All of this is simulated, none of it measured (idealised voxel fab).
Proc. module: voxel plated lines
The cross-section shown here is cut; it is 225 nm wide and divided into square cells measuring 5 nm on a side.
If you're reading a cross-section in this doc, picture square cells in a grid; it comes to you as bands, top ones listed first down to the bottom, and a band can be one or more rows of cells.
The band entry comprises the height of the band's top followed by the height of its bottom, expressed in nm, and subsequently the band's materials from left to right, each stated together with its width in nm. Where a single material is marked with the word "throughout", that material fills the band from edge to edge. The word "empty" represents empty space.
Basically, 0 is our baseline, since under it the wafer straight out of the box is all one material. The bottom band has no lower end and keeps on going down, so it looks like "from 0 down".
Per-row width for "30..40": begins at first number (top row of band), ends at second number (bottom row), increment between rows held constant.
What does "no change occurred" mean for a step? It means no cell of the cross-section changed in that step.
So "Sealed voids" is basically the list of trapped voids: any empty space of 8 cells or more that can't reach the top through an opening. They're written width x height at distance, the distance being from the left edge, and it's all nm.
Formally, on a step line, whatever follows the settings is a remark that the simulator itself makes on the step.
A step's line can hold "overlay nm"; with a mask on that step, the setting says how far right of the planned place the mask lay, while a negative setting says it lay to the left.

These are the steps we planned for the process
| 1 | RECEIVE [material Si] |
| 2 | CONFORMAL_DEP [material Al2O3] [thk nm 5] |
| 3 | DIRECTIONAL_DEP [material TiN] [thk nm 5] |
| 4 | PATTERN [tone open] [mask id LINES] [material resist] [width nm 20] [pitch nm 45] [thk nm 30] [overlay nm 0] |
| 5 | EPI [material Ru] [thk nm 5] |
| 6 | EPI [material Ru] [thk nm 5] |
| 7 | STRIP [etch materials resist] |
| 8 | DIRECTIONAL_ETCH [etch materials TiN] [depth nm 5] |
| 9 | CONFORMAL_DEP [material SiN] [thk nm 10] |

Cross-section of the incoming wafer, state after step 1
* from 0 down  Si throughout
* Sealed voids: none

first wafer at the end, as planned
* from 30 to 20  70 nm empty, 40 nm SiN, 5 nm empty, 40 nm SiN, 70 nm empty
* from 20 to 15  70 nm empty, 10 nm SiN, 20 nm Ru, 10 nm SiN, 5 nm empty, 10 nm SiN, 20 nm Ru, 10 nm SiN, 70 nm empty
* from 15 to 10  80 nm SiN, 20 nm Ru, 25 nm SiN, 20 nm Ru, 80 nm SiN
* from 10 to 5  80 nm SiN, 20 nm TiN, 25 nm SiN, 20 nm TiN, 80 nm SiN
* from 5 to 0  Al2O3 throughout
* from 0 down  Si throughout
* Sealed voids: none

Wafer two, sectioned after the module: the first wafer's start, the first wafer's plan, and one mistake in how it was run
* from 30 to 20  SiN throughout
* from 20 to 10  80 nm Ru, 20 nm SiN, 25 nm Ru, 20 nm SiN, 80 nm Ru
* from 10 to 5  80 nm TiN, 20 nm SiN, 25 nm TiN, 20 nm SiN, 80 nm TiN
* from 5 to 0  Al2O3 throughout
* from 0 down  Si throughout
* Sealed voids: none
What went wrong in running the wafer? in deviation from the planned setting, step 4 was conducted as PATTERN [tone cover] [mask id LINES] [material resist] [width nm 20] [pitch nm 45] [thk nm 30] [overlay nm 0]
End of process, cell counts, second wafer against first, materials with more or fewer: +58 Ru, +29 TiN
